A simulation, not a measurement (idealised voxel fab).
process module | voxel spacer lines
cross-section cut | 200 nm wide | cells 5 nm
A cross-section is a grid of square cells, given in bands from the top down. A band is one or more rows of cells.
Each band's line starts with the height of the band's top and of its bottom, in nm. Then come its materials from left to right, each with its width in nm. One material with "throughout" fills the band from edge to edge. "air" is empty space.
Height 0 is the level under which the wafer as received is all one material. The lowest band goes on downwards, as in "0 down".
A width such as "30 to 40" changes by the same amount from each row of cells to the next, from the band's top row to its bottom row.
"no change" after a step means that no cell of the cross-section changed.
closed voids: empty space of 8 cells or more with no open way to the top, each as width x height at its distance from the left edge, in nm
after a step's settings: what the simulator itself notes on the step
overlay nm, on a step with a mask: how far to the right of its planned place the mask lay; to the left if negative
plan
1 op RECEIVE | material Si
2 op CONFORMAL_DEP | material Al2O3 | thk nm 5
3 op DIRECTIONAL_DEP | material SiN | thk nm 15
4 op DIRECTIONAL_DEP | material polySi | thk nm 30
5 op PATTERN | tone cover | mask id MANDREL | material resist | width nm 25 | pitch nm 70 | thk nm 40 | overlay nm 0
6 op DIRECTIONAL_ETCH | etch materials polySi | depth nm 30
7 op STRIP | etch materials resist
8 op CONFORMAL_DEP | material SiO2 | thk nm 10
9 op DIRECTIONAL_ETCH | etch materials SiO2 | depth nm 10
10 op STRIP | etch materials polySi
11 op DIRECTIONAL_ETCH | etch materials SiN | depth nm 15
12 op STRIP | etch materials SiO2
as received, after step 1
  0 down: Si throughout
  closed voids: none
first wafer at the end, as planned
  20 to 5: air 5 | SiN 10 | air 25 | SiN 10 | air 25 | SiN 10 | air 25 | SiN 10 | air 25 | SiN 10 | air 25 | SiN 10 | air 10
  5 to 0: Al2O3 throughout
  0 down: Si throughout
  closed voids: none
second wafer at the end: like start, like plan, one mistake
  20 to 5: air 10 | SiN 10 | air 20 | SiN 10 | air 30 | SiN 10 | air 20 | SiN 10 | air 30 | SiN 10 | air 20 | SiN 10 | air 10
  5 to 0: Al2O3 throughout
  0 down: Si throughout
  closed voids: none
what went wrong: step 5 ran as: op PATTERN | tone cover | mask id MANDREL | material resist | width nm 20 | pitch nm 70 | thk nm 40 | overlay nm 0
at the end the second wafer has, in cells: as many of each material as the first, in other places
